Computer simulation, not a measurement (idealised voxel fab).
The document below concerns the process module designated voxel wiring stack.
Section shown: cut. Width: 210 nm. Cell size: 5 nm, square.
Cross-section, as written here: a square-cell grid given band by band from the top down, where a band holds one or more rows of cells.
Look at the band entry: it leads with the top's height and the bottom's height in nm. Then it lists the materials left to right, with a width in nm for each. The word "throughout" on a single material says that material fills the band edge to edge. The word "blank" is empty space.
Convention: height 0 is the level below which the wafer, as received, is all one material. The lowest band does not terminate at the bottom but continues downward, represented as "0 nm and below".
When a width is written as two numbers, as in "30 to 40", the first number is the width in the top row of cells of the band and the second is the width in its bottom row, and the width changes by the same amount from each row to the next.
No cell of the cross-section changed in a step that is given as "no modification".
Entry "Unvented voids". Content: empty spaces with no open connection to the top, size 8 cells or greater. Each: width x height at distance. Distance: from left edge. Unit: nm.
If you see something after the settings on a step's line, that's the simulator's own remark about that step.
overlay nm: how far to the right of its planned place the mask lay on this masked step (negative: to the left).

[Listed below are the process steps as planned]
| 1 | RECEIVE,material Si |
| 2 | CONFORMAL_DEP,material SiO2,thk nm 10 |
| 3 | DIRECTIONAL_DEP,material TiN,thk nm 5 |
| 4 | DIRECTIONAL_DEP,material Ru,thk nm 25 |
| 5 | DIRECTIONAL_DEP,material aC,thk nm 10 |
| 6 | PATTERN,tone cover,mask id METAL_1,material resist,width nm 25,pitch nm 40,thk nm 25,overlay nm 0 |
| 7 | DIRECTIONAL_ETCH,etch materials aC,depth nm 10 |
| 8 | STRIP,etch materials resist |
| 9 | DIRECTIONAL_ETCH,etch materials Ru,depth nm 25 |
| 10 | DIRECTIONAL_ETCH,etch materials TiN,depth nm 5 |
| 11 | STRIP,etch materials aC |
| 12 | FILL_DEP,material SiO2,thk nm 5 |
| 13 | CMP,height nm 40 |
| 14 | CONFORMAL_DEP,material SiCN,thk nm 5 |
| 15 | DIRECTIONAL_DEP,material SiO2,thk nm 15 |
| 16 | MASKED_ETCH,tone open,mask id PLUG_1,width nm 15,pitch nm 40,etch materials SiO2,depth nm 15,overlay nm 0 |
| 17 | MASKED_ETCH,tone open,mask id PLUG_1,width nm 15,pitch nm 40,etch materials SiCN,depth nm 5,overlay nm 0 |
| 18 | CONFORMAL_DEP,material TiN,thk nm 5 |
| 19 | FILL_DEP,material Ru,thk nm 10 |
| 20 | CMP,height nm 60 |
| 21 | CONFORMAL_DEP,material SiN,thk nm 5 |
| 22 | DIRECTIONAL_DEP,material lowk,thk nm 15 |
| 23 | DIRECTIONAL_DEP,material aC,thk nm 10 |
| 24 | PATTERN,tone open,mask id METAL_2,material resist,width nm 25,pitch nm 40,thk nm 30,overlay nm 0 |
| 25 | DIRECTIONAL_ETCH,etch materials aC,depth nm 10 |
| 26 | STRIP,etch materials resist |
| 27 | DIRECTIONAL_ETCH,etch materials lowk,depth nm 15 |
| 28 | DIRECTIONAL_ETCH,etch materials SiN,depth nm 5 |
| 29 | STRIP,etch materials aC |
| 30 | CONFORMAL_DEP,material TiN,thk nm 5 |
| 31 | FILL_DEP,material Cu,thk nm 5 |
| 32 | CMP,height nm 80 |
| 33 | CONFORMAL_DEP,material SiCN,thk nm 5 |
| 34 | DIRECTIONAL_DEP,material SiO2,thk nm 30 |
| 35 | MASKED_ETCH,tone open,mask id METAL_3_HOLES,width nm 15,pitch nm 80,etch materials SiO2,depth nm 30,overlay nm 0 |
| 36 | DIRECTIONAL_DEP,material aC,thk nm 15 |
| 37 | PATTERN,tone open,mask id METAL_3,material resist,width nm 25,pitch nm 40,thk nm 30,overlay nm 0 |
| 38 | DIRECTIONAL_ETCH,etch materials aC,depth nm 15 |
| 39 | STRIP,etch materials resist |
| 40 | DIRECTIONAL_ETCH,etch materials SiO2,depth nm 20 |
| 41 | DIRECTIONAL_ETCH,etch materials SiCN,depth nm 5 |
| 42 | STRIP,etch materials aC |
| 43 | CONFORMAL_DEP,material TiN,thk nm 5 |
| 44 | FILL_DEP,material Cu,thk nm 10 |
| 45 | CMP,height nm 115 |
| 46 | CONFORMAL_DEP,material SiN,thk nm 5 |

[Account of the first of two wafers, which was processed as intended]

[Wafer cross-section on receipt, i.e. after step 1]
0 nm and below: Si throughout
Unvented voids: none

[Sectional view: wafer, after step 2]
10 nm to 0 nm: SiO2 throughout
Unchanged below 0.

[Sectional view: wafer, after step 3]
15 nm to 10 nm: TiN throughout
Unchanged below 10.

[Sectional view: wafer, after step 4]
40 nm to 15 nm: Ru throughout
Unchanged below 15.

[Sectional view: wafer, after step 5]
50 nm to 40 nm: aC throughout
Unchanged below 40.

[Sectional view: wafer, after step 6]
75 nm to 50 nm: blank 30, resist 25, blank 15, resist 25, blank 15, resist 25, blank 15, resist 25, blank 35
Unchanged below 50.

[Sectional view: wafer, after step 7]
65 nm to 50 nm: blank 30, resist 25, blank 15, resist 25, blank 15, resist 25, blank 15, resist 25, blank 35
50 nm to 40 nm: blank 30, aC 25, blank 15, aC 25, blank 15, aC 25, blank 15, aC 25, blank 35
Unchanged below 40.

[Sectional view: wafer, after step 8]
50 nm to 40 nm: blank 30, aC 25, blank 15, aC 25, blank 15, aC 25, blank 15, aC 25, blank 35
Unchanged below 40.

[Sectional view: wafer, after step 9]
50 nm to 40 nm: blank 30, aC 25, blank 15, aC 25, blank 15, aC 25, blank 15, aC 25, blank 35
40 nm to 15 nm: blank 30, Ru 25, blank 15, Ru 25, blank 15, Ru 25, blank 15, Ru 25, blank 35
Unchanged below 15.

[Sectional view: wafer, after step 10]
50 nm to 40 nm: blank 30, aC 25, blank 15, aC 25, blank 15, aC 25, blank 15, aC 25, blank 35
40 nm to 15 nm: blank 30, Ru 25, blank 15, Ru 25, blank 15, Ru 25, blank 15, Ru 25, blank 35
15 nm to 10 nm: blank 30, TiN 25, blank 15, TiN 25, blank 15, TiN 25, blank 15, TiN 25, blank 35
Unchanged below 10.

[Sectional view: wafer, after step 11]
40 nm to 15 nm: blank 30, Ru 25, blank 15, Ru 25, blank 15, Ru 25, blank 15, Ru 25, blank 35
Unchanged below 15.

[Sectional view: wafer, after step 12]
45 nm to 40 nm: SiO2 throughout
40 nm to 15 nm: SiO2 30, Ru 25, SiO2 15, Ru 25, SiO2 15, Ru 25, SiO2 15, Ru 25, SiO2 35
15 nm to 10 nm: SiO2 30, TiN 25, SiO2 15, TiN 25, SiO2 15, TiN 25, SiO2 15, TiN 25, SiO2 35
Unchanged below 10.

[Sectional view: wafer, after step 13]
40 nm to 15 nm: SiO2 30, Ru 25, SiO2 15, Ru 25, SiO2 15, Ru 25, SiO2 15, Ru 25, SiO2 35
Unchanged below 15.

[Sectional view: wafer, after step 14]
45 nm to 40 nm: SiCN throughout
Unchanged below 40.

[Sectional view: wafer, after step 15]
60 nm to 45 nm: SiO2 throughout
Unchanged below 45.

[Sectional view: wafer, after step 16]
60 nm to 45 nm: SiO2 30, blank 15, SiO2 25, blank 15, SiO2 25, blank 15, SiO2 25, blank 15, SiO2 45
Unchanged below 45.

[Sectional view: wafer, after step 17]
60 nm to 45 nm: SiO2 30, blank 15, SiO2 25, blank 15, SiO2 25, blank 15, SiO2 25, blank 15, SiO2 45
45 nm to 40 nm: SiCN 30, blank 15, SiCN 25, blank 15, SiCN 25, blank 15, SiCN 25, blank 15, SiCN 45
Unchanged below 40.

[Sectional view: wafer, after step 18]
65 nm to 60 nm: TiN 35, blank 5, TiN 35, blank 5, TiN 35, blank 5, TiN 35, blank 5, TiN 50
60 nm to 45 nm: SiO2 30, TiN 5, blank 5, TiN 5, SiO2 25, TiN 5, blank 5, TiN 5, SiO2 25, TiN 5, blank 5, TiN 5, SiO2 25, TiN 5, blank 5, TiN 5, SiO2 45
45 nm to 40 nm: SiCN 30, TiN 15, SiCN 25, TiN 15, SiCN 25, TiN 15, SiCN 25, TiN 15, SiCN 45
Unchanged below 40.

[Sectional view: wafer, after step 19]
75 nm to 65 nm: Ru throughout
65 nm to 60 nm: TiN 35, Ru 5, TiN 35, Ru 5, TiN 35, Ru 5, TiN 35, Ru 5, TiN 50
60 nm to 45 nm: SiO2 30, TiN 5, Ru 5, TiN 5, SiO2 25, TiN 5, Ru 5, TiN 5, SiO2 25, TiN 5, Ru 5, TiN 5, SiO2 25, TiN 5, Ru 5, TiN 5, SiO2 45
Unchanged below 45.

[Sectional view: wafer, after step 20]
60 nm to 45 nm: SiO2 30, TiN 5, Ru 5, TiN 5, SiO2 25, TiN 5, Ru 5, TiN 5, SiO2 25, TiN 5, Ru 5, TiN 5, SiO2 25, TiN 5, Ru 5, TiN 5, SiO2 45
Unchanged below 45.

[Sectional view: wafer, after step 21]
65 nm to 60 nm: SiN throughout
Unchanged below 60.

[Sectional view: wafer, after step 22]
80 nm to 65 nm: lowk throughout
Unchanged below 65.

[Sectional view: wafer, after step 23]
90 nm to 80 nm: aC throughout
Unchanged below 80.

[Sectional view: wafer, after step 24]
120 nm to 90 nm: resist 30, blank 25, resist 15, blank 25, resist 15, blank 25, resist 15, blank 25, resist 35
Unchanged below 90.

[Sectional view: wafer, after step 25]
110 nm to 90 nm: resist 30, blank 25, resist 15, blank 25, resist 15, blank 25, resist 15, blank 25, resist 35
90 nm to 80 nm: aC 30, blank 25, aC 15, blank 25, aC 15, blank 25, aC 15, blank 25, aC 35
Unchanged below 80.

[Sectional view: wafer, after step 26]
90 nm to 80 nm: aC 30, blank 25, aC 15, blank 25, aC 15, blank 25, aC 15, blank 25, aC 35
Unchanged below 80.

[Sectional view: wafer, after step 27]
90 nm to 80 nm: aC 30, blank 25, aC 15, blank 25, aC 15, blank 25, aC 15, blank 25, aC 35
80 nm to 65 nm: lowk 30, blank 25, lowk 15, blank 25, lowk 15, blank 25, lowk 15, blank 25, lowk 35
Unchanged below 65.

[Sectional view: wafer, after step 28]
90 nm to 80 nm: aC 30, blank 25, aC 15, blank 25, aC 15, blank 25, aC 15, blank 25, aC 35
80 nm to 65 nm: lowk 30, blank 25, lowk 15, blank 25, lowk 15, blank 25, lowk 15, blank 25, lowk 35
65 nm to 60 nm: SiN 30, blank 25, SiN 15, blank 25, SiN 15, blank 25, SiN 15, blank 25, SiN 35
Unchanged below 60.

[Sectional view: wafer, after step 29]
80 nm to 65 nm: lowk 30, blank 25, lowk 15, blank 25, lowk 15, blank 25, lowk 15, blank 25, lowk 35
Unchanged below 65.

[Sectional view: wafer, after step 30]
85 nm to 80 nm: TiN 35, blank 15, TiN 25, blank 15, TiN 25, blank 15, TiN 25, blank 15, TiN 40
80 nm to 65 nm: lowk 30, TiN 5, blank 15, TiN 5, lowk 15, TiN 5, blank 15, TiN 5, lowk 15, TiN 5, blank 15, TiN 5, lowk 15, TiN 5, blank 15, TiN 5, lowk 35
65 nm to 60 nm: SiN 30, TiN 25, SiN 15, TiN 25, SiN 15, TiN 25, SiN 15, TiN 25, SiN 35
Unchanged below 60.

[Sectional view: wafer, after step 31]
90 nm to 85 nm: Cu throughout
85 nm to 80 nm: TiN 35, Cu 15, TiN 25, Cu 15, TiN 25, Cu 15, TiN 25, Cu 15, TiN 40
80 nm to 65 nm: lowk 30, TiN 5, Cu 15, TiN 5, lowk 15, TiN 5, Cu 15, TiN 5, lowk 15, TiN 5, Cu 15, TiN 5, lowk 15, TiN 5, Cu 15, TiN 5, lowk 35
Unchanged below 65.

[Sectional view: wafer, after step 32]
80 nm to 65 nm: lowk 30, TiN 5, Cu 15, TiN 5, lowk 15, TiN 5, Cu 15, TiN 5, lowk 15, TiN 5, Cu 15, TiN 5, lowk 15, TiN 5, Cu 15, TiN 5, lowk 35
Unchanged below 65.

[Sectional view: wafer, after step 33]
85 nm to 80 nm: SiCN throughout
Unchanged below 80.

[Sectional view: wafer, after step 34]
115 nm to 85 nm: SiO2 throughout
Unchanged below 85.

[Sectional view: wafer, after step 35]
115 nm to 85 nm: SiO2 30, blank 15, SiO2 65, blank 15, SiO2 85
Unchanged below 85.

[Sectional view: wafer, after step 36]
130 nm to 115 nm: aC 30, blank 15, aC 65, blank 15, aC 85
115 nm to 100 nm: SiO2 30, blank 15, SiO2 65, blank 15, SiO2 85
100 nm to 85 nm: SiO2 30, aC 15, SiO2 65, aC 15, SiO2 85
Unchanged below 85.

[Sectional view: wafer, after step 37]
160 nm to 130 nm: resist 30, blank 25, resist 15, blank 25, resist 15, blank 25, resist 15, blank 25, resist 35
Unchanged below 130.

[Sectional view: wafer, after step 38]
145 nm to 130 nm: resist 30, blank 25, resist 15, blank 25, resist 15, blank 25, resist 15, blank 25, resist 35
130 nm to 115 nm: aC 30, blank 25, aC 15, blank 25, aC 15, blank 25, aC 15, blank 25, aC 35
115 nm to 85 nm: SiO2 30, blank 15, SiO2 65, blank 15, SiO2 85
Unchanged below 85.

[Sectional view: wafer, after step 39]
130 nm to 115 nm: aC 30, blank 25, aC 15, blank 25, aC 15, blank 25, aC 15, blank 25, aC 35
Unchanged below 115.

[Sectional view: wafer, after step 40]
130 nm to 115 nm: aC 30, blank 25, aC 15, blank 25, aC 15, blank 25, aC 15, blank 25, aC 35
115 nm to 95 nm: SiO2 30, blank 25, SiO2 15, blank 25, SiO2 15, blank 25, SiO2 15, blank 25, SiO2 35
Unchanged below 95.

[Sectional view: wafer, after step 41]
130 nm to 115 nm: aC 30, blank 25, aC 15, blank 25, aC 15, blank 25, aC 15, blank 25, aC 35
115 nm to 95 nm: SiO2 30, blank 25, SiO2 15, blank 25, SiO2 15, blank 25, SiO2 15, blank 25, SiO2 35
95 nm to 85 nm: SiO2 30, blank 15, SiO2 65, blank 15, SiO2 85
85 nm to 80 nm: SiCN 30, blank 15, SiCN 65, blank 15, SiCN 85
Unchanged below 80.

[Sectional view: wafer, after step 42]
115 nm to 95 nm: SiO2 30, blank 25, SiO2 15, blank 25, SiO2 15, blank 25, SiO2 15, blank 25, SiO2 35
Unchanged below 95.

[Sectional view: wafer, after step 43]
120 nm to 115 nm: TiN 35, blank 15, TiN 25, blank 15, TiN 25, blank 15, TiN 25, blank 15, TiN 40
115 nm to 100 nm: SiO2 30, TiN 5, blank 15, TiN 5, SiO2 15, TiN 5, blank 15, TiN 5, SiO2 15, TiN 5, blank 15, TiN 5, SiO2 15, TiN 5, blank 15, TiN 5, SiO2 35
100 nm to 95 nm: SiO2 30, TiN 5, blank 5, TiN 15, SiO2 15, TiN 25, SiO2 15, TiN 5, blank 5, TiN 15, SiO2 15, TiN 25, SiO2 35
95 nm to 85 nm: SiO2 30, TiN 5, blank 5, TiN 5, SiO2 65, TiN 5, blank 5, TiN 5, SiO2 85
85 nm to 80 nm: SiCN 30, TiN 15, SiCN 65, TiN 15, SiCN 85
Unchanged below 80.

[Sectional view: wafer, after step 44]
130 nm to 120 nm: Cu throughout
120 nm to 115 nm: TiN 35, Cu 15, TiN 25, Cu 15, TiN 25, Cu 15, TiN 25, Cu 15, TiN 40
115 nm to 100 nm: SiO2 30, TiN 5, Cu 15, TiN 5, SiO2 15, TiN 5, Cu 15, TiN 5, SiO2 15, TiN 5, Cu 15, TiN 5, SiO2 15, TiN 5, Cu 15, TiN 5, SiO2 35
100 nm to 95 nm: SiO2 30, TiN 5, Cu 5, TiN 15, SiO2 15, TiN 25, SiO2 15, TiN 5, Cu 5, TiN 15, SiO2 15, TiN 25, SiO2 35
95 nm to 85 nm: SiO2 30, TiN 5, Cu 5, TiN 5, SiO2 65, TiN 5, Cu 5, TiN 5, SiO2 85
Unchanged below 85.

[Sectional view: wafer, after step 45]
115 nm to 100 nm: SiO2 30, TiN 5, Cu 15, TiN 5, SiO2 15, TiN 5, Cu 15, TiN 5, SiO2 15, TiN 5, Cu 15, TiN 5, SiO2 15, TiN 5, Cu 15, TiN 5, SiO2 35
Unchanged below 100.

[Sectional view: wafer, after step 46]
120 nm to 115 nm: SiN throughout
Unchanged below 115.

[The second wafer was prepared from the same starting point and under the same plan as the first; its processing contained one mistake, and it remains indistinguishable from the first wafer up to and including step 16]

[The second wafer cut through, at the time step 17 was supposed to be finished]
60 nm to 45 nm: SiO2 30, blank 15, SiO2 25, blank 15, SiO2 25, blank 15, SiO2 25, blank 15, SiO2 45
45 nm to 40 nm: SiCN 30, blank 10, SiCN 30, blank 10, SiCN 30, blank 10, SiCN 30, blank 10, SiCN 50
Unchanged below 40.

[The second wafer cut through, at the time step 18 was supposed to be finished]
65 nm to 60 nm: TiN 35, blank 5, TiN 35, blank 5, TiN 35, blank 5, TiN 35, blank 5, TiN 50
60 nm to 50 nm: SiO2 30, TiN 5, blank 5, TiN 5, SiO2 25, TiN 5, blank 5, TiN 5, SiO2 25, TiN 5, blank 5, TiN 5, SiO2 25, TiN 5, blank 5, TiN 5, SiO2 45
50 nm to 45 nm: SiO2 30, TiN 15, SiO2 25, TiN 15, SiO2 25, TiN 15, SiO2 25, TiN 15, SiO2 45
45 nm to 40 nm: SiCN 30, TiN 10, SiCN 30, TiN 10, SiCN 30, TiN 10, SiCN 30, TiN 10, SiCN 50
Unchanged below 40.

[The second wafer cut through, at the time step 19 was supposed to be finished]
75 nm to 65 nm: Ru throughout
65 nm to 60 nm: TiN 35, Ru 5, TiN 35, Ru 5, TiN 35, Ru 5, TiN 35, Ru 5, TiN 50
60 nm to 50 nm: SiO2 30, TiN 5, Ru 5, TiN 5, SiO2 25, TiN 5, Ru 5, TiN 5, SiO2 25, TiN 5, Ru 5, TiN 5, SiO2 25, TiN 5, Ru 5, TiN 5, SiO2 45
Unchanged below 50.

[The second wafer cut through, at the time step 20 was supposed to be finished]
60 nm to 50 nm: SiO2 30, TiN 5, Ru 5, TiN 5, SiO2 25, TiN 5, Ru 5, TiN 5, SiO2 25, TiN 5, Ru 5, TiN 5, SiO2 25, TiN 5, Ru 5, TiN 5, SiO2 45
Unchanged below 50.

[The second wafer cut through, at the time step 21 was supposed to be finished]
65 nm to 60 nm: SiN throughout
Unchanged below 60.

[The second wafer cut through, at the time step 22 was supposed to be finished]
80 nm to 65 nm: lowk throughout
Unchanged below 65.

[The second wafer cut through, at the time step 23 was supposed to be finished]
90 nm to 80 nm: aC throughout
Unchanged below 80.

[The second wafer cut through, at the time step 24 was supposed to be finished]
120 nm to 90 nm: resist 30, blank 25, resist 15, blank 25, resist 15, blank 25, resist 15, blank 25, resist 35
Unchanged below 90.

[The second wafer cut through, at the time step 25 was supposed to be finished]
110 nm to 90 nm: resist 30, blank 25, resist 15, blank 25, resist 15, blank 25, resist 15, blank 25, resist 35
90 nm to 80 nm: aC 30, blank 25, aC 15, blank 25, aC 15, blank 25, aC 15, blank 25, aC 35
Unchanged below 80.

[The second wafer cut through, at the time step 26 was supposed to be finished]
90 nm to 80 nm: aC 30, blank 25, aC 15, blank 25, aC 15, blank 25, aC 15, blank 25, aC 35
Unchanged below 80.

[The second wafer cut through, at the time step 27 was supposed to be finished]
90 nm to 80 nm: aC 30, blank 25, aC 15, blank 25, aC 15, blank 25, aC 15, blank 25, aC 35
80 nm to 65 nm: lowk 30, blank 25, lowk 15, blank 25, lowk 15, blank 25, lowk 15, blank 25, lowk 35
Unchanged below 65.

[The second wafer cut through, at the time step 28 was supposed to be finished]
90 nm to 80 nm: aC 30, blank 25, aC 15, blank 25, aC 15, blank 25, aC 15, blank 25, aC 35
80 nm to 65 nm: lowk 30, blank 25, lowk 15, blank 25, lowk 15, blank 25, lowk 15, blank 25, lowk 35
65 nm to 60 nm: SiN 30, blank 25, SiN 15, blank 25, SiN 15, blank 25, SiN 15, blank 25, SiN 35
Unchanged below 60.

[The second wafer cut through, at the time step 29 was supposed to be finished]
80 nm to 65 nm: lowk 30, blank 25, lowk 15, blank 25, lowk 15, blank 25, lowk 15, blank 25, lowk 35
Unchanged below 65.

[The second wafer cut through, at the time step 30 was supposed to be finished]
85 nm to 80 nm: TiN 35, blank 15, TiN 25, blank 15, TiN 25, blank 15, TiN 25, blank 15, TiN 40
80 nm to 65 nm: lowk 30, TiN 5, blank 15, TiN 5, lowk 15, TiN 5, blank 15, TiN 5, lowk 15, TiN 5, blank 15, TiN 5, lowk 15, TiN 5, blank 15, TiN 5, lowk 35
65 nm to 60 nm: SiN 30, TiN 25, SiN 15, TiN 25, SiN 15, TiN 25, SiN 15, TiN 25, SiN 35
Unchanged below 60.

[The second wafer cut through, at the time step 31 was supposed to be finished]
90 nm to 85 nm: Cu throughout
85 nm to 80 nm: TiN 35, Cu 15, TiN 25, Cu 15, TiN 25, Cu 15, TiN 25, Cu 15, TiN 40
80 nm to 65 nm: lowk 30, TiN 5, Cu 15, TiN 5, lowk 15, TiN 5, Cu 15, TiN 5, lowk 15, TiN 5, Cu 15, TiN 5, lowk 15, TiN 5, Cu 15, TiN 5, lowk 35
Unchanged below 65.

[The second wafer cut through, at the time step 32 was supposed to be finished]
80 nm to 65 nm: lowk 30, TiN 5, Cu 15, TiN 5, lowk 15, TiN 5, Cu 15, TiN 5, lowk 15, TiN 5, Cu 15, TiN 5, lowk 15, TiN 5, Cu 15, TiN 5, lowk 35
Unchanged below 65.

[The second wafer cut through, at the time step 33 was supposed to be finished]
85 nm to 80 nm: SiCN throughout
Unchanged below 80.

[The second wafer cut through, at the time step 34 was supposed to be finished]
115 nm to 85 nm: SiO2 throughout
Unchanged below 85.

[The second wafer cut through, at the time step 35 was supposed to be finished]
115 nm to 85 nm: SiO2 30, blank 15, SiO2 65, blank 15, SiO2 85
Unchanged below 85.

[The second wafer cut through, at the time step 36 was supposed to be finished]
130 nm to 115 nm: aC 30, blank 15, aC 65, blank 15, aC 85
115 nm to 100 nm: SiO2 30, blank 15, SiO2 65, blank 15, SiO2 85
100 nm to 85 nm: SiO2 30, aC 15, SiO2 65, aC 15, SiO2 85
Unchanged below 85.

[The second wafer cut through, at the time step 37 was supposed to be finished]
160 nm to 130 nm: resist 30, blank 25, resist 15, blank 25, resist 15, blank 25, resist 15, blank 25, resist 35
Unchanged below 130.

[The second wafer cut through, at the time step 38 was supposed to be finished]
145 nm to 130 nm: resist 30, blank 25, resist 15, blank 25, resist 15, blank 25, resist 15, blank 25, resist 35
130 nm to 115 nm: aC 30, blank 25, aC 15, blank 25, aC 15, blank 25, aC 15, blank 25, aC 35
115 nm to 85 nm: SiO2 30, blank 15, SiO2 65, blank 15, SiO2 85
Unchanged below 85.

[The second wafer cut through, at the time step 39 was supposed to be finished]
130 nm to 115 nm: aC 30, blank 25, aC 15, blank 25, aC 15, blank 25, aC 15, blank 25, aC 35
Unchanged below 115.

[The second wafer cut through, at the time step 40 was supposed to be finished]
130 nm to 115 nm: aC 30, blank 25, aC 15, blank 25, aC 15, blank 25, aC 15, blank 25, aC 35
115 nm to 95 nm: SiO2 30, blank 25, SiO2 15, blank 25, SiO2 15, blank 25, SiO2 15, blank 25, SiO2 35
Unchanged below 95.

[The second wafer cut through, at the time step 41 was supposed to be finished]
130 nm to 115 nm: aC 30, blank 25, aC 15, blank 25, aC 15, blank 25, aC 15, blank 25, aC 35
115 nm to 95 nm: SiO2 30, blank 25, SiO2 15, blank 25, SiO2 15, blank 25, SiO2 15, blank 25, SiO2 35
95 nm to 85 nm: SiO2 30, blank 15, SiO2 65, blank 15, SiO2 85
85 nm to 80 nm: SiCN 30, blank 15, SiCN 65, blank 15, SiCN 85
Unchanged below 80.

[The second wafer cut through, at the time step 42 was supposed to be finished]
115 nm to 95 nm: SiO2 30, blank 25, SiO2 15, blank 25, SiO2 15, blank 25, SiO2 15, blank 25, SiO2 35
Unchanged below 95.

[The second wafer cut through, at the time step 43 was supposed to be finished]
120 nm to 115 nm: TiN 35, blank 15, TiN 25, blank 15, TiN 25, blank 15, TiN 25, blank 15, TiN 40
115 nm to 100 nm: SiO2 30, TiN 5, blank 15, TiN 5, SiO2 15, TiN 5, blank 15, TiN 5, SiO2 15, TiN 5, blank 15, TiN 5, SiO2 15, TiN 5, blank 15, TiN 5, SiO2 35
100 nm to 95 nm: SiO2 30, TiN 5, blank 5, TiN 15, SiO2 15, TiN 25, SiO2 15, TiN 5, blank 5, TiN 15, SiO2 15, TiN 25, SiO2 35
95 nm to 85 nm: SiO2 30, TiN 5, blank 5, TiN 5, SiO2 65, TiN 5, blank 5, TiN 5, SiO2 85
85 nm to 80 nm: SiCN 30, TiN 15, SiCN 65, TiN 15, SiCN 85
Unchanged below 80.

[The second wafer cut through, at the time step 44 was supposed to be finished]
130 nm to 120 nm: Cu throughout
120 nm to 115 nm: TiN 35, Cu 15, TiN 25, Cu 15, TiN 25, Cu 15, TiN 25, Cu 15, TiN 40
115 nm to 100 nm: SiO2 30, TiN 5, Cu 15, TiN 5, SiO2 15, TiN 5, Cu 15, TiN 5, SiO2 15, TiN 5, Cu 15, TiN 5, SiO2 15, TiN 5, Cu 15, TiN 5, SiO2 35
100 nm to 95 nm: SiO2 30, TiN 5, Cu 5, TiN 15, SiO2 15, TiN 25, SiO2 15, TiN 5, Cu 5, TiN 15, SiO2 15, TiN 25, SiO2 35
95 nm to 85 nm: SiO2 30, TiN 5, Cu 5, TiN 5, SiO2 65, TiN 5, Cu 5, TiN 5, SiO2 85
Unchanged below 85.

[The second wafer cut through, at the time step 45 was supposed to be finished]
115 nm to 100 nm: SiO2 30, TiN 5, Cu 15, TiN 5, SiO2 15, TiN 5, Cu 15, TiN 5, SiO2 15, TiN 5, Cu 15, TiN 5, SiO2 15, TiN 5, Cu 15, TiN 5, SiO2 35
Unchanged below 100.

[The second wafer cut through, at the time step 46 was supposed to be finished]
120 nm to 115 nm: SiN throughout
Unchanged below 115.
What broke from the plan during processing? step 17 deviated from plan and actually ran as MASKED_ETCH,tone open,mask id PLUG_1,width nm 15,pitch nm 40,etch materials SiCN,depth nm 5,overlay nm -5
It is noted that, at the conclusion of processing, the second wafer exhibits a higher or lower cell count for certain materials relative to the first: 4 fewer of Ru, 4 more of SiCN
